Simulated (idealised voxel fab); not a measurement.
Herein follows the process module entitled voxel trench capacitor.
For reference, the cross-section in this document is cut, with width 300 nm and square cells of 5 nm.
A cross-section is a grid of square cells, given in bands from the top down. A band is one or more rows of cells. Read a band's entry like this: the first values are the height of its top and the height of its bottom in nm, and what follows is the sequence of materials from left to right, each with its width in nm. Note that "blank" is empty space, and that a single material marked "all across" reaches across the band from edge to edge. Heights are expressed relative to 0, this being the level below which the as-received wafer comprises one material exclusively. The lowest band is unbounded in the downward direction and is denoted as in "0 and below". Think of "30 to 40" as a width that walks from the first number to the second as you go down the band, top row to bottom row, taking equal-sized steps from row to row. Reading "no alterations made" for a step: not a cell of the cross-section changed in it. In "Voids, sealed" the enclosed voids are listed, meaning empty spaces of 8 cells or larger without any opening to the top. The form is width x height at distance, distance from the left edge, units nm. Read whatever lies past the settings on a step's line as the simulator's own remark about the step. overlay nm: mask offset rightward from planned place, masked step; negative means leftward offset.
Steps in the process plan
1) RECEIVE | material Si
2) CONFORMAL_DEP | material SiN | thk nm 10
3) MASKED_ETCH | tone open | mask id TRENCH | width nm 30 | pitch nm 55 | etch materials SiN | depth nm 10 | overlay nm 0
4) MASKED_ETCH | tone open | mask id TRENCH | width nm 30 | pitch nm 55 | etch materials Si | depth nm 30 | overlay nm 0
5) CONFORMAL_DEP | material HfO2 | thk nm 5
6) CONFORMAL_DEP | material TiN | thk nm 5
7) FILL_DEP | material W | thk nm 10
8) CMP | height nm 10
The first of a set of two wafers, run to plan
Cross-section of the wafer at receipt, which is the condition after step 1
    0 and below | Si all across
    Voids, sealed: none
Cross-section of the wafer after step 2
    10 down to 0 | SiN all across
    Below 0 it's all the same as before, nothing changed down there.
Cross-section of the wafer after step 3
    10 down to 0 | SiN (50) | blank (30) | SiN (25) | blank (30) | SiN (25) | blank (30) | SiN (25) | blank (30) | SiN (55)
    Below 0 it's all the same as before, nothing changed down there.
Cross-section of the wafer after step 4
    10 down to 0 | SiN (50) | blank (30) | SiN (25) | blank (30) | SiN (25) | blank (30) | SiN (25) | blank (30) | SiN (55)
    0 down to -30 | Si (50) | blank (30) | Si (25) | blank (30) | Si (25) | blank (30) | Si (25) | blank (30) | Si (55)
    Below -30 it's all the same as before, nothing changed down there.
Cross-section of the wafer after step 5
    15 down to 10 | HfO2 (55) | blank (20) | HfO2 (35) | blank (20) | HfO2 (35) | blank (20) | HfO2 (35) | blank (20) | HfO2 (60)
    10 down to 0 | SiN (50) | HfO2 (5) | blank (20) | HfO2 (5) | SiN (25) | HfO2 (5) | blank (20) | HfO2 (5) | SiN (25) | HfO2 (5) | blank (20) | HfO2 (5) | SiN (25) | HfO2 (5) | blank (20) | HfO2 (5) | SiN (55)
    0 down to -25 | Si (50) | HfO2 (5) | blank (20) | HfO2 (5) | Si (25) | HfO2 (5) | blank (20) | HfO2 (5) | Si (25) | HfO2 (5) | blank (20) | HfO2 (5) | Si (25) | HfO2 (5) | blank (20) | HfO2 (5) | Si (55)
    -25 down to -30 | Si (50) | HfO2 (30) | Si (25) | HfO2 (30) | Si (25) | HfO2 (30) | Si (25) | HfO2 (30) | Si (55)
    Below -30 it's all the same as before, nothing changed down there.
Cross-section of the wafer after step 6
    20 down to 15 | TiN (60) | blank (10) | TiN (45) | blank (10) | TiN (45) | blank (10) | TiN (45) | blank (10) | TiN (65)
    15 down to 10 | HfO2 (55) | TiN (5) | blank (10) | TiN (5) | HfO2 (35) | TiN (5) | blank (10) | TiN (5) | HfO2 (35) | TiN (5) | blank (10) | TiN (5) | HfO2 (35) | TiN (5) | blank (10) | TiN (5) | HfO2 (60)
    10 down to 0 | SiN (50) | HfO2 (5) | TiN (5) | blank (10) | TiN (5) | HfO2 (5) | SiN (25) | HfO2 (5) | TiN (5) | blank (10) | TiN (5) | HfO2 (5) | SiN (25) | HfO2 (5) | TiN (5) | blank (10) | TiN (5) | HfO2 (5) | SiN (25) | HfO2 (5) | TiN (5) | blank (10) | TiN (5) | HfO2 (5) | SiN (55)
    0 down to -20 | Si (50) | HfO2 (5) | TiN (5) | blank (10) | TiN (5) | HfO2 (5) | Si (25) | HfO2 (5) | TiN (5) | blank (10) | TiN (5) | HfO2 (5) | Si (25) | HfO2 (5) | TiN (5) | blank (10) | TiN (5) | HfO2 (5) | Si (25) | HfO2 (5) | TiN (5) | blank (10) | TiN (5) | HfO2 (5) | Si (55)
    -20 down to -25 | Si (50) | HfO2 (5) | TiN (20) | HfO2 (5) | Si (25) | HfO2 (5) | TiN (20) | HfO2 (5) | Si (25) | HfO2 (5) | TiN (20) | HfO2 (5) | Si (25) | HfO2 (5) | TiN (20) | HfO2 (5) | Si (55)
    Below -25 it's all the same as before, nothing changed down there.
Cross-section of the wafer after step 7
    30 down to 20 | W all across
    20 down to 15 | TiN (60) | W (10) | TiN (45) | W (10) | TiN (45) | W (10) | TiN (45) | W (10) | TiN (65)
    15 down to 10 | HfO2 (55) | TiN (5) | W (10) | TiN (5) | HfO2 (35) | TiN (5) | W (10) | TiN (5) | HfO2 (35) | TiN (5) | W (10) | TiN (5) | HfO2 (35) | TiN (5) | W (10) | TiN (5) | HfO2 (60)
    10 down to 0 | SiN (50) | HfO2 (5) | TiN (5) | W (10) | TiN (5) | HfO2 (5) | SiN (25) | HfO2 (5) | TiN (5) | W (10) | TiN (5) | HfO2 (5) | SiN (25) | HfO2 (5) | TiN (5) | W (10) | TiN (5) | HfO2 (5) | SiN (25) | HfO2 (5) | TiN (5) | W (10) | TiN (5) | HfO2 (5) | SiN (55)
    0 down to -20 | Si (50) | HfO2 (5) | TiN (5) | W (10) | TiN (5) | HfO2 (5) | Si (25) | HfO2 (5) | TiN (5) | W (10) | TiN (5) | HfO2 (5) | Si (25) | HfO2 (5) | TiN (5) | W (10) | TiN (5) | HfO2 (5) | Si (25) | HfO2 (5) | TiN (5) | W (10) | TiN (5) | HfO2 (5) | Si (55)
    Below -20 it's all the same as before, nothing changed down there.
Cross-section of the wafer after step 8
    10 down to 0 | SiN (50) | HfO2 (5) | TiN (5) | W (10) | TiN (5) | HfO2 (5) | SiN (25) | HfO2 (5) | TiN (5) | W (10) | TiN (5) | HfO2 (5) | SiN (25) | HfO2 (5) | TiN (5) | W (10) | TiN (5) | HfO2 (5) | SiN (25) | HfO2 (5) | TiN (5) | W (10) | TiN (5) | HfO2 (5) | SiN (55)
    Below 0 it's all the same as before, nothing changed down there.
second wafer: like start, like plan, one mistake. Through step 4 it matches the first wafer
Second wafer, sectioned view, at step 5's planned end time: no alterations made
Second wafer, sectioned view, at step 6's planned end time
    15 down to 10 | TiN (55) | blank (20) | TiN (35) | blank (20) | TiN (35) | blank (20) | TiN (35) | blank (20) | TiN (60)
    10 down to 0 | SiN (50) | TiN (5) | blank (20) | TiN (5) | SiN (25) | TiN (5) | blank (20) | TiN (5) | SiN (25) | TiN (5) | blank (20) | TiN (5) | SiN (25) | TiN (5) | blank (20) | TiN (5) | SiN (55)
    0 down to -25 | Si (50) | TiN (5) | blank (20) | TiN (5) | Si (25) | TiN (5) | blank (20) | TiN (5) | Si (25) | TiN (5) | blank (20) | TiN (5) | Si (25) | TiN (5) | blank (20) | TiN (5) | Si (55)
    -25 down to -30 | Si (50) | TiN (30) | Si (25) | TiN (30) | Si (25) | TiN (30) | Si (25) | TiN (30) | Si (55)
    Below -30 it's all the same as before, nothing changed down there.
Second wafer, sectioned view, at step 7's planned end time
    25 down to 15 | W all across
    15 down to 10 | TiN (55) | W (20) | TiN (35) | W (20) | TiN (35) | W (20) | TiN (35) | W (20) | TiN (60)
    10 down to 0 | SiN (50) | TiN (5) | W (20) | TiN (5) | SiN (25) | TiN (5) | W (20) | TiN (5) | SiN (25) | TiN (5) | W (20) | TiN (5) | SiN (25) | TiN (5) | W (20) | TiN (5) | SiN (55)
    0 down to -25 | Si (50) | TiN (5) | W (20) | TiN (5) | Si (25) | TiN (5) | W (20) | TiN (5) | Si (25) | TiN (5) | W (20) | TiN (5) | Si (25) | TiN (5) | W (20) | TiN (5) | Si (55)
    Below -25 it's all the same as before, nothing changed down there.
Second wafer, sectioned view, at step 8's planned end time
    10 down to 0 | SiN (50) | TiN (5) | W (20) | TiN (5) | SiN (25) | TiN (5) | W (20) | TiN (5) | SiN (25) | TiN (5) | W (20) | TiN (5) | SiN (25) | TiN (5) | W (20) | TiN (5) | SiN (55)
    Below 0 it's all the same as before, nothing changed down there.
What was the processing mistake? yeah, step 5 of the plan got skipped, never ran
The final cell counts differ between the wafers, with the second having more or fewer of some materials than the first: 80 fewer of HfO2 | 16 more of TiN | 64 more of W
